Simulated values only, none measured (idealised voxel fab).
The following is a process module called voxel tone inversion.
For reference, the cross-section in this document is cut, with width 200 nm and square cells of 5 nm.
In what follows, cross-sections appear as grids of square cells, described through bands that run from the top down, where every band is one or more rows of cells.
Top, bottom (nm), then materials left to right with widths (nm); lone material tagged "all across" fills the whole band edge to edge; "empty" = empty space.
Beneath 0, the wafer as received is one material, and that level is where height counting begins. The lowest band goes on downward without a bottom; it is written like "0 down".
Quick explanation for "30..40": the width changes in equal steps down the rows of cells, from the first number in the band's top row to the second number in its bottom row.
When a step is marked "everything unchanged", none of the cells in the cross-section changed during that step.
Reported under the label "Enclosed void listing" are the empty spaces having no open way to the top and comprising 8 cells or more; the notation for each is width x height at distance, in which the distance is measured from the left edge and all three values are in nm.
Heads up: the bit after the settings on a step's line is the simulator's remark on that step.
Steps that use a mask can have "overlay nm" on their line. It says how far the mask sat to the right of where it was meant to be. Negative means to the left.

[Process steps foreseen in the plan]
1: RECEIVE, material Si
2: CONFORMAL_DEP, material SiN, thk nm 10
3: DIRECTIONAL_DEP, material aC, thk nm 5
4: PATTERN, tone cover, mask id POSTS, material resist, width nm 15, pitch nm 35, thk nm 20, overlay nm 0
5: DIRECTIONAL_ETCH, etch materials aC, depth nm 15
6: STRIP, etch materials resist
7: FILL_DEP, material SiO2, thk nm 10
8: CMP, height nm 25
9: STRIP, etch materials aC
It is noted that the wafers described herein are identical at the outset and are distinguished by the thk nm of step 3; the value stated in the plan corresponds to the first wafer.

[Cut through the first of several wafers as received, post step 1]
- 0 down: Si all across
- Enclosed void listing: none

[Here is the cross-section of the first of several wafers at the end of the module, after its last step, step 9]
- 25 to 15: SiO2 all across
- 15 to 10: SiO2 55 / aC 15 / SiO2 20 / aC 15 / SiO2 20 / aC 15 / SiO2 60
- 10 to 0: SiN all across
- 0 down: Si all across
- Enclosed void listing: none

[Sectional view of the last wafer upon completion of the module]
- 25 to 10: SiO2 55 / empty 15 / SiO2 20 / empty 15 / SiO2 20 / empty 15 / SiO2 60
- 10 to 0: SiN all across
- 0 down: Si all across
- Enclosed void listing: none

[Below is a per-wafer table. In it, each row describes the wafer at the end of the module by giving, for each material, the number of cells gained (+) or lost (-) since the wafer was received, and after that the closed voids of the wafer]
thk nm 5; +80 SiN; +111 SiO2; +9 aC; Enclosed void listing: none
thk nm 10; +80 SiN; +102 SiO2; +18 aC; Enclosed void listing: none
thk nm 15; +80 SiN; +93 SiO2; Enclosed void listing: none
